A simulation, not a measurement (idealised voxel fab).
Presented below is a process module, voxel capacitor over wiring.
Xsec cut, 170 nm wide, square cell size 5 nm.
Notation: cross-section as square-cell grid; stated in bands, top first, going down; one or more cell rows per band. Top height, bottom height, nm. Materials left to right, width each, nm. Single material + "edge to edge" = fills band edge to edge. "empty" = empty. All heights in this document are referenced to 0, defined as the level beneath which the wafer, as received, consists entirely of one material. The lowest band is not bounded below; it extends indefinitely downward and is written in the form "0 nm and below". Width "30->40": first value at the band's top row of cells, second value at its bottom row, equal change from row to row. Where a step carries "everything unchanged", the cross-section came out of it unchanged, cell for cell. In "Entrapped void list" the enclosed voids are listed, meaning empty spaces of 8 cells or larger without any opening to the top. The form is width x height at distance, distance from the left edge, units nm. Whatever follows a step's settings on its line is a remark the simulator itself makes about that step. "overlay nm" on a masked step: distance the mask lay right of its planned place, negative for left.
# Process steps - plan
- 1: RECEIVE with material Si
- 2: CONFORMAL_DEP with material SiO2, thk nm 10
- 3: CONFORMAL_DEP with material SiCN, thk nm 5
- 4: DIRECTIONAL_DEP with material lowk, thk nm 25
- 5: MASKED_ETCH with tone open, mask id METAL_1, width nm 30, pitch nm 100, etch materials lowk, depth nm 25, overlay nm 0
- 6: MASKED_ETCH with tone open, mask id METAL_1, width nm 30, pitch nm 100, etch materials SiCN, depth nm 5, overlay nm 0
- 7: CONFORMAL_DEP with material TiN, thk nm 5
- 8: FILL_DEP with material Ru, thk nm 5
- 9: CMP with height nm 40
- 10: CONFORMAL_DEP with material SiCN, thk nm 5
- 11: DIRECTIONAL_DEP with material SiO2, thk nm 10
- 12: DIRECTIONAL_DEP with material aC, thk nm 10
- 13: PATTERN with tone open, mask id PLUG_1, material resist, width nm 15, thk nm 30, overlay nm 0
- 14: DIRECTIONAL_ETCH with etch materials aC, depth nm 10
- 15: STRIP with etch materials resist
- 16: DIRECTIONAL_ETCH with etch materials SiO2, depth nm 10
- 17: DIRECTIONAL_ETCH with etch materials SiCN, depth nm 5
- 18: STRIP with etch materials aC
- 19: EPI with material Ru, thk nm 10
- 20: EPI with material Ru, thk nm 5
- 21: DIRECTIONAL_DEP with material TiN, thk nm 5
- 22: DIRECTIONAL_DEP with material SiN, thk nm 5
- 23: DIRECTIONAL_DEP with material TiN, thk nm 5
- 24: DIRECTIONAL_DEP with material aC, thk nm 10
- 25: PATTERN with tone cover, mask id UPPER_PLATE, material resist, width nm 75, thk nm 30, overlay nm 0
- 26: DIRECTIONAL_ETCH with etch materials aC, depth nm 10
- 27: STRIP with etch materials resist
- 28: DIRECTIONAL_ETCH with etch materials TiN, depth nm 5
- 29: DIRECTIONAL_ETCH with etch materials SiN, depth nm 5
- 30: STRIP with etch materials aC
- 31: PATTERN with tone cover, mask id LOWER_PLATE, material resist, width nm 85, thk nm 20, overlay nm 0
- 32: DIRECTIONAL_ETCH with etch materials TiN, depth nm 5
- 33: STRIP with etch materials resist
- 34: FILL_DEP with material SiO2, thk nm 20
- 35: CMP with height nm 85
- 36: PATTERN with tone open, mask id PLUG_2, material resist, width nm 15, thk nm 15, overlay nm 0
- 37: DIRECTIONAL_ETCH with etch materials SiO2, depth nm 15
- 38: STRIP with etch materials resist
- 39: CONFORMAL_DEP with material TiN, thk nm 5
- 40: FILL_DEP with material W, thk nm 10
- 41: CMP with height nm 85
- 42: CONFORMAL_DEP with material SiN, thk nm 5
# Wafer as received: cross-section following step 1
0 nm and below  Si edge to edge
Entrapped void list: none
# First of two wafers at the end of the module, shown in cross-section; run carried out as planned
90 nm to 85 nm  SiN edge to edge
85 nm to 75 nm  45 nm SiO2 | 5 nm TiN | 5 nm W | 5 nm TiN | 110 nm SiO2
75 nm to 65 nm  45->35 nm SiO2 | 15->75 nm TiN | 110->60 nm SiO2
65 nm to 60 nm  35 nm SiO2 | 75 nm SiN | 60 nm SiO2
60 nm to 55 nm  30 nm SiO2 | 85 nm TiN | 55 nm SiO2
55 nm to 45 nm  35 nm SiO2 | 15 nm Ru | 120 nm SiO2
45 nm to 40 nm  35 nm SiCN | 15 nm Ru | 120 nm SiCN
40 nm to 15 nm  20 nm lowk | 5 nm TiN | 20 nm Ru | 5 nm TiN | 70 nm lowk | 5 nm TiN | 20 nm Ru | 5 nm TiN | 20 nm lowk
15 nm to 10 nm  20 nm SiCN | 30 nm TiN | 70 nm SiCN | 30 nm TiN | 20 nm SiCN
10 nm to 0 nm  SiO2 edge to edge
0 nm and below  Si edge to edge
Entrapped void list: none
# So this is wafer number two of the two, cut at the end of the module - it started where the first did and had the same plan, we just got one thing wrong running it
90 nm to 85 nm  SiN edge to edge
85 nm to 75 nm  50 nm SiO2 | 5 nm TiN | 5 nm W | 5 nm TiN | 105 nm SiO2
75 nm to 65 nm  50->35 nm SiO2 | 15->75 nm TiN | 105->60 nm SiO2
65 nm to 60 nm  35 nm SiO2 | 75 nm SiN | 60 nm SiO2
60 nm to 55 nm  30 nm SiO2 | 85 nm TiN | 55 nm SiO2
55 nm to 45 nm  35 nm SiO2 | 15 nm Ru | 120 nm SiO2
45 nm to 40 nm  35 nm SiCN | 15 nm Ru | 120 nm SiCN
40 nm to 15 nm  20 nm lowk | 5 nm TiN | 20 nm Ru | 5 nm TiN | 70 nm lowk | 5 nm TiN | 20 nm Ru | 5 nm TiN | 20 nm lowk
15 nm to 10 nm  20 nm SiCN | 30 nm TiN | 70 nm SiCN | 30 nm TiN | 20 nm SiCN
10 nm to 0 nm  SiO2 edge to edge
0 nm and below  Si edge to edge
Entrapped void list: none
Misprocessing identified: step 36 ran differently from the plan; actual operation with settings: PATTERN with tone open, mask id PLUG_2, material resist, width nm 15, thk nm 15, overlay nm 5
Upon completion, the cell count for each material on the second wafer equals that on the first, whereas the spatial distribution of those cells differs.
